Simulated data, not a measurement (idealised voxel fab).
process module | voxel capacitor over wiring
cross-section cut | 155 nm wide | cells 5 nm
A cross-section is a grid of square cells, given in bands from the top down. A band is one or more rows of cells.
Each band's line starts with the height of the band's top and of its bottom, in nm. Then come its materials from left to right, each with its width in nm. One material with "throughout" fills the band from edge to edge. "air" is empty space.
Height 0 is the level under which the wafer as received is all one material. The lowest band goes on downwards, as in "0 down".
A width such as "30 to 40" changes by the same amount from each row of cells to the next, from the band's top row to its bottom row.
"no change" after a step means that no cell of the cross-section changed.
closed voids: empty space of 8 cells or more with no open way to the top, each as width x height at its distance from the left edge, in nm
after a step's settings: what the simulator itself notes on the step
overlay nm, on a step with a mask: how far to the right of its planned place the mask lay; to the left if negative
plan
1 op RECEIVE | material Si
2 op CONFORMAL_DEP | material SiO2 | thk nm 10
3 op CONFORMAL_DEP | material SiCN | thk nm 5
4 op DIRECTIONAL_DEP | material SiO2 | thk nm 15
5 op DIRECTIONAL_DEP | material aC | thk nm 15
6 op PATTERN | tone open | mask id METAL_1 | material resist | width nm 20 | pitch nm 80 | thk nm 35 | overlay nm 0
7 op DIRECTIONAL_ETCH | etch materials aC | depth nm 15
8 op STRIP | etch materials resist
9 op DIRECTIONAL_ETCH | etch materials SiO2 | depth nm 15
10 op DIRECTIONAL_ETCH | etch materials SiCN | depth nm 5
11 op STRIP | etch materials aC
12 op CONFORMAL_DEP | material TiN | thk nm 5
13 op FILL_DEP | material Ru | thk nm 5
14 op CMP | height nm 30
15 op EPI | material Ru | thk nm 5
16 op FILL_DEP | material SiCN | thk nm 5
17 op DIRECTIONAL_DEP | material lowk | thk nm 10
18 op MASKED_ETCH | tone open | mask id PLUG_1 | width nm 15 | etch materials lowk | depth nm 10 | overlay nm 0
19 op MASKED_ETCH | tone open | mask id PLUG_1 | width nm 15 | etch materials SiCN | depth nm 5 | overlay nm 0
20 op CONFORMAL_DEP | material TiN | thk nm 5
21 op FILL_DEP | material W | thk nm 5
22 op CMP | height nm 50
23 op DIRECTIONAL_DEP | material TiN | thk nm 5
24 op DIRECTIONAL_DEP | material HfO2 | thk nm 5
25 op DIRECTIONAL_DEP | material TiN | thk nm 10
26 op DIRECTIONAL_DEP | material aC | thk nm 15
27 op PATTERN | tone cover | mask id UPPER_PLATE | material resist | width nm 65 | thk nm 30 | overlay nm 0
28 op DIRECTIONAL_ETCH | etch materials aC | depth nm 15
29 op STRIP | etch materials resist
30 op DIRECTIONAL_ETCH | etch materials TiN | depth nm 10
31 op DIRECTIONAL_ETCH | etch materials HfO2 | depth nm 5
32 op STRIP | etch materials aC
33 op MASKED_ETCH | tone cover | mask id LOWER_PLATE | width nm 75 | etch materials TiN | depth nm 5 | overlay nm 0
34 op FILL_DEP | material SiO2 | thk nm 20
35 op CMP | height nm 85
36 op DIRECTIONAL_DEP | material aC | thk nm 15
37 op PATTERN | tone open | mask id PLUG_2 | material resist | width nm 15 | thk nm 30 | overlay nm 0
38 op DIRECTIONAL_ETCH | etch materials aC | depth nm 15
39 op STRIP | etch materials resist
40 op DIRECTIONAL_ETCH | etch materials SiO2 | depth nm 15
41 op STRIP | etch materials aC
42 op CONFORMAL_DEP | material TiN | thk nm 5
43 op FILL_DEP | material Cu | thk nm 10
44 op CMP | height nm 85
45 op CONFORMAL_DEP | material SiN | thk nm 5
as received, after step 1
  0 down: Si throughout
  closed voids: none
a wafer at the end: this start, this plan, one mistake
  90 to 85: SiN throughout
  85 to 75: SiO2 40 | TiN 5 | Cu 5 | TiN 5 | SiO2 100
  75 to 70: SiO2 40 | TiN 15 | SiO2 100
  70 to 65: SiO2 throughout
  65 to 60: SiO2 30 | TiN 65 | SiO2 60
  60 to 55: SiO2 30 | HfO2 65 | SiO2 60
  55 to 50: TiN 25 | SiO2 5 | TiN 65 | SiO2 5 | TiN 55
  50 to 40: lowk 30 | TiN 5 | W 5 | TiN 5 | lowk 110
  40 to 35: SiCN 30 | TiN 15 | SiCN 110
  35 to 30: SiCN 20 | Ru 30 | SiCN 50 | Ru 30 | SiCN 25
  30 to 15: SiO2 25 | TiN 5 | Ru 10 | TiN 5 | SiO2 60 | TiN 5 | Ru 10 | TiN 5 | SiO2 30
  15 to 10: SiCN 25 | TiN 20 | SiCN 60 | TiN 20 | SiCN 30
  10 to 0: SiO2 throughout
  0 down: Si throughout
  closed voids: none
what went wrong: step 33 ran as: op MASKED_ETCH | tone open | mask id LOWER_PLATE | width nm 75 | etch materials TiN | depth nm 5 | overlay nm 0
